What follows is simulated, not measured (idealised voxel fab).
Process module under the name voxel air gaps
Cross-sectional view cut (width: 290 nm; square cell size: 5 nm).
Heads up, the way a cross-section reads in here is a grid of square cells, handed over as bands from the top down, with every band being one or more rows of cells. The entry gives the band's vertical extent as a top height and a bottom height in nm, then its horizontal make-up as materials from left to right, each with a width in nm. "air" stands for empty space; a single material marked "all across" fills the band edge to edge. It should be noted that heights are counted from 0, beneath which the wafer as supplied is of one material throughout, and that the lowest band possesses no lower boundary but continues downward, as written in "0 and below". Read "30->40" as a graded width: first number on top, second number at the bottom, same change between each pair of neighbouring rows. It should be understood that the words "no change", when stated for a given step, signify that the cross-section underwent no change in any of its cells during that step. For the entry "Closed void register", the listed items are empty spaces with no open way to the top whose size is 8 cells or more; each item follows the pattern width x height at distance, where distance is from the left edge and all three are in nm. If you see something after the settings on a step's line, that's the simulator's own remark about that step. On any step carrying a mask, the "overlay nm" setting, if present on the step's line, tells how far right of its planned place the mask lay; negative values point to the left.
# This section lists the process steps that were planned
step 1: RECEIVE, material Si
step 2: CONFORMAL_DEP, material SiO2, thk nm 15
step 3: CONFORMAL_DEP, material SiN, thk nm 5
step 4: DIRECTIONAL_DEP, material SiO2, thk nm 40
step 5: PATTERN, tone open, mask id LINES, material resist, width nm 25, pitch nm 50, thk nm 15, overlay nm 0
step 6: DIRECTIONAL_ETCH, etch materials SiO2, depth nm 40
step 7: STRIP, etch materials resist
step 8: CONFORMAL_DEP, material TiN, thk nm 5
step 9: FILL_DEP, material Ru, thk nm 5
step 10: CMP, height nm 60
step 11: EPI, material Ru, thk nm 10
step 12: SELECTIVE_ETCH, etch materials SiO2, depth nm 50
step 13: CONFORMAL_DEP, material SiCN, thk nm 5
# Step 1 complete: cross-section of the wafer as received
* 0 and below: Si all across
* Closed void register: none
# The cross-section shown corresponds to the wafer at the conclusion of the module. The initial structure and the process plan are those presented above; however, one mistake occurred in executing the plan
* 80 down to 75: SiCN all across
* 75 down to 65: Ru all across
* 65 down to 60: TiN=85 | Ru=15 | TiN=35 | Ru=15 | TiN=35 | Ru=15 | TiN=90
* 60 down to 25: SiO2=80 | TiN=5 | Ru=15 | TiN=5 | SiO2=25 | TiN=5 | Ru=15 | TiN=5 | SiO2=25 | TiN=5 | Ru=15 | TiN=5 | SiO2=85
* 25 down to 20: SiO2=80 | TiN=25 | SiO2=25 | TiN=25 | SiO2=25 | TiN=25 | SiO2=85
* 20 down to 15: SiN all across
* 15 down to 0: SiO2 all across
* 0 and below: Si all across
* Closed void register: none
The mistake made against the process plan was this: step 10 did not use the planned setting and instead ran as CMP, height nm 65
